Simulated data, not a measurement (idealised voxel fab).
The following is a process module called voxel double patterning.
cross-section cut | 205 nm wide | cells 5 nm
Reading order for cross-sections: top band down to bottom band. Underlying form: a grid of square cells. Band size: one or more rows of cells.
The entry gives the band's vertical extent as a top height and a bottom height in nm, then its horizontal make-up as materials from left to right, each with a width in nm. "empty" stands for empty space; a single material marked "throughout" fills the band edge to edge.
Ref level 0: as-received wafer is one material below here. Bottom band extends down with no lower bound ("0 down").
When a width is written as two numbers, as in "30 to 40", the first number is the width in the top row of cells of the band and the second is the width in its bottom row, and the width changes by the same amount from each row to the next.
Reading "no alterations made" for a step: not a cell of the cross-section changed in it.
Voids not open to the top, 8 cells minimum: see "Closed void catalog". Written width x height at distance; distance is from the left edge; nm.
after a step's settings: what the simulator itself notes on the step
"overlay nm" denotes, for a step that has a mask, the displacement of the mask to the right of its planned place, with negative values corresponding to the left.
Planned step list for the process:
1 RECEIVE: material Si
2 CONFORMAL_DEP: material SiO2, thk nm 5
3 DIRECTIONAL_DEP: material W, thk nm 10
4 DIRECTIONAL_DEP: material SiN, thk nm 10
5 PATTERN: tone open, mask id FIRST, material resist, width nm 15, pitch nm 50, thk nm 15, overlay nm 0
6 DIRECTIONAL_ETCH: etch materials SiN, depth nm 10
7 STRIP: etch materials resist
8 MASKED_ETCH: tone open, mask id SECOND, width nm 15, etch materials SiN, depth nm 10, overlay nm 0
9 DIRECTIONAL_ETCH: etch materials W, depth nm 10
10 STRIP: etch materials SiN
So, the first of our two wafers, run just as we planned it:
Cross-section of the wafer as it came to us, i.e., already through step 1:
0 down: Si throughout
Closed void catalog: none
Wafer after step 2 (cross-section):
5 to 0: SiO2 throughout
Heights below 0 show no change.
Wafer after step 3 (cross-section):
15 to 5: W throughout
Heights below 5 show no change.
Wafer after step 4 (cross-section):
25 to 15: SiN throughout
Heights below 15 show no change.
Wafer after step 5 (cross-section):
40 to 25: 70 nm resist  15 nm empty  35 nm resist  15 nm empty  70 nm resist
Heights below 25 show no change.
Wafer after step 6 (cross-section):
40 to 25: 70 nm resist  15 nm empty  35 nm resist  15 nm empty  70 nm resist
25 to 15: 70 nm SiN  15 nm empty  35 nm SiN  15 nm empty  70 nm SiN
Heights below 15 show no change.
Wafer after step 7 (cross-section):
25 to 15: 70 nm SiN  15 nm empty  35 nm SiN  15 nm empty  70 nm SiN
Heights below 15 show no change.
Wafer after step 8 (cross-section):
25 to 15: 70 nm SiN  15 nm empty  10 nm SiN  15 nm empty  10 nm SiN  15 nm empty  70 nm SiN
Heights below 15 show no change.
Wafer after step 9 (cross-section):
25 to 15: 70 nm SiN  15 nm empty  10 nm SiN  15 nm empty  10 nm SiN  15 nm empty  70 nm SiN
15 to 5: 70 nm W  15 nm empty  10 nm W  15 nm empty  10 nm W  15 nm empty  70 nm W
Heights below 5 show no change.
Wafer after step 10 (cross-section):
15 to 5: 70 nm W  15 nm empty  10 nm W  15 nm empty  10 nm W  15 nm empty  70 nm W
Heights below 5 show no change.
Wafer two: like wafer one in start and plan, but with one mistake in execution; identical up to and including step 7:
Cross-sectional view of the second wafer at the intended end time of process step 8:
25 to 15: 70 nm SiN  15 nm empty  20 nm SiN  30 nm empty  70 nm SiN
Heights below 15 show no change.
Cross-sectional view of the second wafer at the intended end time of process step 9:
25 to 15: 70 nm SiN  15 nm empty  20 nm SiN  30 nm empty  70 nm SiN
15 to 5: 70 nm W  15 nm empty  20 nm W  30 nm empty  70 nm W
Heights below 5 show no change.
Cross-sectional view of the second wafer at the intended end time of process step 10:
15 to 5: 70 nm W  15 nm empty  20 nm W  30 nm empty  70 nm W
Heights below 5 show no change.
Finding, execution versus plan: step 8, actual vs plan mismatch, actual run MASKED_ETCH: tone open, mask id SECOND, width nm 15, etch materials SiN, depth nm 10, overlay nm 10
By the end, you'd get the same cell count for each material on either wafer, but the second wafer puts them somewhere else.
